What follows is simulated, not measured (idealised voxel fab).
Name of the process module below: voxel capacitor over wiring
Cross-section cut: width 295 nm, square cells of 5 nm.
Cross-sections here: square-cell grids, written as top-down lists of bands, a band being one or more rows of cells. Heads up on the band format: heights come first, top then bottom, in nm. After that it's the materials left to right, each with its width in nm. A single material flagged "edge to edge" fills the whole band edge to edge, and "air" means there's empty space there. Below 0: as-received wafer, all one material; heights counted from there. Lowest band: no bottom, goes on down, written "0 down". Think of "30 to 40" as a width that walks from the first number to the second as you go down the band, top row to bottom row, taking equal-sized steps from row to row. What does "remained unchanged" mean for a step? It means no cell of the cross-section changed in that step. "Closed internal cavities": sealed empty spaces, 8 cells or more, no open way to top, listed width x height at distance, with distance from the left edge and width, height and distance in nm. Formally, on a step line, whatever follows the settings is a remark that the simulator itself makes on the step. "overlay nm" on a masked step: distance the mask lay right of its planned place, negative for left.
-- Planned step list for the process
1,RECEIVE, material Si
2,CONFORMAL_DEP, material SiO2, thk nm 10
3,CONFORMAL_DEP, material SiCN, thk nm 5
4,DIRECTIONAL_DEP, material SiO2, thk nm 25
5,MASKED_ETCH, tone open, mask id METAL_1, width nm 20, pitch nm 85, etch materials SiO2, depth nm 25, overlay nm 0
6,MASKED_ETCH, tone open, mask id METAL_1, width nm 20, pitch nm 85, etch materials SiCN, depth nm 5, overlay nm 0
7,CONFORMAL_DEP, material TiN, thk nm 5
8,FILL_DEP, material W, thk nm 5
9,CMP, height nm 40
10,CONFORMAL_DEP, material SiCN, thk nm 5
11,DIRECTIONAL_DEP, material lowk, thk nm 10
12,DIRECTIONAL_DEP, material aC, thk nm 10
13,PATTERN, tone open, mask id PLUG_1, material resist, width nm 15, thk nm 30, overlay nm 0
14,DIRECTIONAL_ETCH, etch materials aC, depth nm 10
15,STRIP, etch materials resist
16,DIRECTIONAL_ETCH, etch materials lowk, depth nm 10
17,DIRECTIONAL_ETCH, etch materials SiCN, depth nm 5
18,STRIP, etch materials aC
19,EPI, material Ru, thk nm 10
20,EPI, material Ru, thk nm 5
21,DIRECTIONAL_DEP, material TiN, thk nm 10
22,DIRECTIONAL_DEP, material HfO2, thk nm 5
23,DIRECTIONAL_DEP, material TiN, thk nm 5
24,MASKED_ETCH, tone cover, mask id UPPER_PLATE, width nm 70, etch materials TiN, depth nm 5, overlay nm 0
25,MASKED_ETCH, tone cover, mask id UPPER_PLATE, width nm 70, etch materials HfO2, depth nm 5, overlay nm 0
26,MASKED_ETCH, tone cover, mask id LOWER_PLATE, width nm 80, etch materials TiN, depth nm 10, overlay nm 0
27,FILL_DEP, material SiO2, thk nm 15
28,CMP, height nm 85
29,PATTERN, tone open, mask id PLUG_2, material resist, width nm 15, thk nm 20, overlay nm 0
30,DIRECTIONAL_ETCH, etch materials SiO2, depth nm 10
31,STRIP, etch materials resist
32,CONFORMAL_DEP, material TiN, thk nm 5
33,FILL_DEP, material Ru, thk nm 5
34,CMP, height nm 85
35,CONFORMAL_DEP, material SiCN, thk nm 5
-- Cross-section of the wafer upon arrival, representing the state reached after step 1
* 0 down | Si edge to edge
* Closed internal cavities: none
-- The first of the two wafers as seen in cross-section once the module was finished; processing followed the plan
* 90 to 85 | SiCN edge to edge
* 85 to 80 | 110 of SiO2 / 5 of TiN / 5 of Ru / 5 of TiN / 170 of SiO2
* 80 to 70 | 110 to 100 of SiO2 / 15 to 70 of TiN / 170 to 125 of SiO2
* 70 to 65 | 100 of SiO2 / 70 of HfO2 / 125 of SiO2
* 65 to 55 | 95 of SiO2 / 80 of TiN / 120 of SiO2
* 55 to 45 | 100 of lowk / 15 of Ru / 180 of lowk
* 45 to 40 | 100 of SiCN / 15 of Ru / 180 of SiCN
* 40 to 15 | 95 of SiO2 / 5 of TiN / 10 of W / 5 of TiN / 65 of SiO2 / 5 of TiN / 10 of W / 5 of TiN / 95 of SiO2
* 15 to 10 | 95 of SiCN / 20 of TiN / 65 of SiCN / 20 of TiN / 95 of SiCN
* 10 to 0 | SiO2 edge to edge
* 0 down | Si edge to edge
* Closed internal cavities: none
-- Cross-sectional image of the second wafer of the two following completion of the module. Starting state and process plan were the same as for the first wafer; one execution error occurred
* 90 to 85 | SiCN edge to edge
* 85 to 80 | 110 of SiO2 / 5 of TiN / 5 of Ru / 5 of TiN / 170 of SiO2
* 80 to 70 | 110 to 100 of SiO2 / 15 to 70 of TiN / 170 to 125 of SiO2
* 70 to 65 | 100 of SiO2 / 70 of HfO2 / 125 of SiO2
* 65 to 55 | 95 of SiO2 / 80 of TiN / 120 of SiO2
* 55 to 45 | 100 of lowk / 15 of Ru / 180 of lowk
* 45 to 40 | 100 of SiCN / 15 of Ru / 180 of SiCN
* 40 to 20 | 95 of SiO2 / 5 of TiN / 10 of W / 5 of TiN / 65 of SiO2 / 5 of TiN / 10 of W / 5 of TiN / 95 of SiO2
* 20 to 15 | 95 of SiO2 / 20 of TiN / 65 of SiO2 / 20 of TiN / 95 of SiO2
* 15 to 5 | SiO2 edge to edge
* 5 to 0 | SiCN edge to edge
* 0 down | Si edge to edge
* Closed internal cavities: none
Short version of what went wrong: sequence error: steps 2 and 3 interchanged
Wafer comparison, final, in cells, second relative to first, materials more or fewer: +8 SiCN | -4 TiN | -4 W
